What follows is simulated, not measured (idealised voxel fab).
process module | voxel ribs on slabs
cross-section cut | 155 nm wide | cells 5 nm
A cross-section is a grid of square cells, given in bands from the top down. A band is one or more rows of cells.
Each band's line starts with the height of the band's top and of its bottom, in nm. Then come its materials from left to right, each with its width in nm. One material with "throughout" fills the band from edge to edge. "air" is empty space.
Height 0 is the level under which the wafer as received is all one material. The lowest band goes on downwards, as in "0 down".
A width such as "30 to 40" changes by the same amount from each row of cells to the next, from the band's top row to its bottom row.
"no change" after a step means that no cell of the cross-section changed.
closed voids: empty space of 8 cells or more with no open way to the top, each as width x height at its distance from the left edge, in nm
after a step's settings: what the simulator itself notes on the step
overlay nm, on a step with a mask: how far to the right of its planned place the mask lay; to the left if negative
plan
1 op RECEIVE | material Si
2 op DIRECTIONAL_DEP | material SiO2 | thk nm 20
3 op DIRECTIONAL_DEP | material polySi | thk nm 20
4 op PATTERN | tone cover | mask id RIB | material resist | width nm 20 | thk nm 20 | overlay nm 0
5 op DIRECTIONAL_ETCH | etch materials polySi | depth nm 15
6 op STRIP | etch materials resist
7 op PATTERN | tone cover | mask id SLAB | material resist | width nm 60 | thk nm 20 | overlay nm 0
8 op DIRECTIONAL_ETCH | etch materials polySi | depth nm 5
9 op STRIP | etch materials resist
10 op FILL_DEP | material SiO2 | thk nm 25
11 op CMP | height nm 60
12 op DIRECTIONAL_DEP | material W | thk nm 5
13 op PATTERN | tone cover | mask id HEATER | material resist | width nm 30 | thk nm 15 | overlay nm 0
14 op DIRECTIONAL_ETCH | etch materials W | depth nm 5
15 op STRIP | etch materials resist
16 op CONFORMAL_DEP | material SiO2 | thk nm 5
first wafer, as planned
as received, after step 1
  0 down: Si throughout
  closed voids: none
after step 2
  20 to 0: SiO2 throughout
  below 0: unchanged
after step 3
  40 to 20: polySi throughout
  below 20: unchanged
after step 4
  60 to 40: air 65 | resist 20 | air 70
  below 40: unchanged
after step 5
  60 to 40: air 65 | resist 20 | air 70
  40 to 25: air 65 | polySi 20 | air 70
  below 25: unchanged
after step 6
  40 to 25: air 65 | polySi 20 | air 70
  below 25: unchanged
after step 7
  60 to 40: air 45 | resist 60 | air 50
  40 to 25: air 45 | resist 20 | polySi 20 | resist 20 | air 50
  below 25: unchanged
after step 8
  60 to 40: air 45 | resist 60 | air 50
  40 to 25: air 45 | resist 20 | polySi 20 | resist 20 | air 50
  25 to 20: air 45 | polySi 60 | air 50
  below 20: unchanged
after step 9
  40 to 25: air 65 | polySi 20 | air 70
  below 25: unchanged
after step 10
  65 to 40: SiO2 throughout
  40 to 25: SiO2 65 | polySi 20 | SiO2 70
  25 to 20: SiO2 45 | polySi 60 | SiO2 50
  below 20: unchanged
after step 11
  60 to 40: SiO2 throughout
  below 40: unchanged
after step 12
  65 to 60: W throughout
  below 60: unchanged
after step 13
  80 to 65: air 60 | resist 30 | air 65
  below 65: unchanged
after step 14
  80 to 65: air 60 | resist 30 | air 65
  65 to 60: air 60 | W 30 | air 65
  below 60: unchanged
after step 15
  65 to 60: air 60 | W 30 | air 65
  below 60: unchanged
after step 16
  70 to 65: air 55 | SiO2 40 | air 60
  65 to 60: SiO2 60 | W 30 | SiO2 65
  below 60: unchanged
second wafer: like start, like plan, one mistake. Through step 3 it matches the first wafer
when step 4 should have ended
  60 to 40: resist 65 | air 20 | resist 70
  below 40: unchanged
when step 5 should have ended
  60 to 40: resist 65 | air 20 | resist 70
  40 to 25: polySi 65 | air 20 | polySi 70
  below 25: unchanged
when step 6 should have ended
  40 to 25: polySi 65 | air 20 | polySi 70
  below 25: unchanged
when step 7 should have ended
  60 to 40: air 45 | resist 60 | air 50
  40 to 25: polySi 65 | resist 20 | polySi 70
  below 25: unchanged
when step 8 should have ended
  60 to 40: air 45 | resist 60 | air 50
  40 to 35: air 45 | polySi 20 | resist 20 | polySi 20 | air 50
  below 35: unchanged
when step 9 should have ended
  40 to 35: air 45 | polySi 20 | air 20 | polySi 20 | air 50
  35 to 25: polySi 65 | air 20 | polySi 70
  below 25: unchanged
when step 10 should have ended
  65 to 40: SiO2 throughout
  40 to 35: SiO2 45 | polySi 20 | SiO2 20 | polySi 20 | SiO2 50
  35 to 25: polySi 65 | SiO2 20 | polySi 70
  below 25: unchanged
when step 11 should have ended
  60 to 40: SiO2 throughout
  below 40: unchanged
when step 12 should have ended
  65 to 60: W throughout
  below 60: unchanged
when step 13 should have ended
  80 to 65: air 60 | resist 30 | air 65
  below 65: unchanged
when step 14 should have ended
  80 to 65: air 60 | resist 30 | air 65
  65 to 60: air 60 | W 30 | air 65
  below 60: unchanged
when step 15 should have ended
  65 to 60: air 60 | W 30 | air 65
  below 60: unchanged
when step 16 should have ended
  70 to 65: air 55 | SiO2 40 | air 60
  65 to 60: SiO2 60 | W 30 | SiO2 65
  below 60: unchanged
what went wrong: step 4 ran as: op PATTERN | tone open | mask id RIB | material resist | width nm 20 | thk nm 20 | overlay nm 0
at the end the second wafer has, in cells: 69 fewer of SiO2 | 69 more of polySi
